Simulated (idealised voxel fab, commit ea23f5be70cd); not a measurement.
Herein follows the process module entitled voxel released beams.
Pictured: cross-section cut, 155 nm wide, on a grid of 5 nm square cells.
Cross-section = grid of square cells, listed top down in bands; band = one or more rows. In this notation a band is specified by the heights of its top and bottom, in that order and in nm, after which its materials appear from left to right, each paired with its width in nm. The word "all across" attached to a single material means that material fills the band from edge to edge; the word "empty" stands for empty space. Where do heights start? At 0: under that level the wafer as delivered is made of one material only. And the lowest band has no floor; it just carries on downward, as in "top 0, no bottom". You'd read "30->40" like this: the band's top row of cells is as wide as the first number, its bottom row is as wide as the second, and going down, every row changes width by the same amount as the row before did. "no modification" for a step: no cell of the cross-section changed in that step. You'll see "Fully sealed voids" listing empty spaces that have no way open to the top, as long as they're 8 cells or more; the notation is width x height at distance, where the distance is from the left edge, and all of it is in nm. Note: text after step settings on the step line = simulator remark on that step. overlay nm: mask offset rightward from planned place, masked step; negative means leftward offset.

[List of planned process steps]
| 1 | op RECEIVE | material Si |
| 2 | op CONFORMAL_DEP | material Al2O3 | thk nm 10 |
| 3 | op DIRECTIONAL_DEP | material SiO2 | thk nm 10 |
| 4 | op DIRECTIONAL_DEP | material aC | thk nm 15 |
| 5 | op PATTERN | tone open | mask id ANCHOR | material resist | width nm 40 | thk nm 35 | overlay nm 0 |
| 6 | op DIRECTIONAL_ETCH | etch materials aC | depth nm 15 |
| 7 | op STRIP | etch materials resist |
| 8 | op DIRECTIONAL_ETCH | etch materials SiO2 | depth nm 10 |
| 9 | op STRIP | etch materials aC |
| 10 | op CONFORMAL_DEP | material SiN | thk nm 15 |
| 11 | op MASKED_ETCH | tone cover | mask id BEAM | width nm 90 | etch materials SiN | depth nm 15 | overlay nm 0 |
| 12 | op STRIP | etch materials SiO2 |

[Cross-section of the wafer upon arrival, representing the state reached after step 1]
top 0, no bottom: Si all across
Fully sealed voids: none

[Cross-sectional view of the first of the two wafers upon completion of the module, processed in accordance with the plan]
top 35, bottom 25: 30 of empty, 20 of SiN, 10 of empty, 60 of SiN, 35 of empty
top 25, bottom 20: 30 of empty, 90 of SiN, 35 of empty
top 20, bottom 10: 35 of empty, 40 of SiN, 80 of empty
top 10, bottom 0: Al2O3 all across
top 0, no bottom: Si all across
Fully sealed voids: none

[So this is wafer number two of the two, cut at the end of the module - it started where the first did and had the same plan, we just got one thing wrong running it]
top 50, bottom 35: 30 of empty, 90 of SiN, 35 of empty
top 35, bottom 20: SiN all across
top 20, bottom 10: 35 of SiO2, 40 of SiN, 80 of SiO2
top 10, bottom 0: Al2O3 all across
top 0, no bottom: Si all across
Fully sealed voids: none
What was done differently from what was planned? yeah, plan step 10 got run twice
Final wafer comparison in cells, second versus first, more or fewer per material: +97 SiN | +46 SiO2
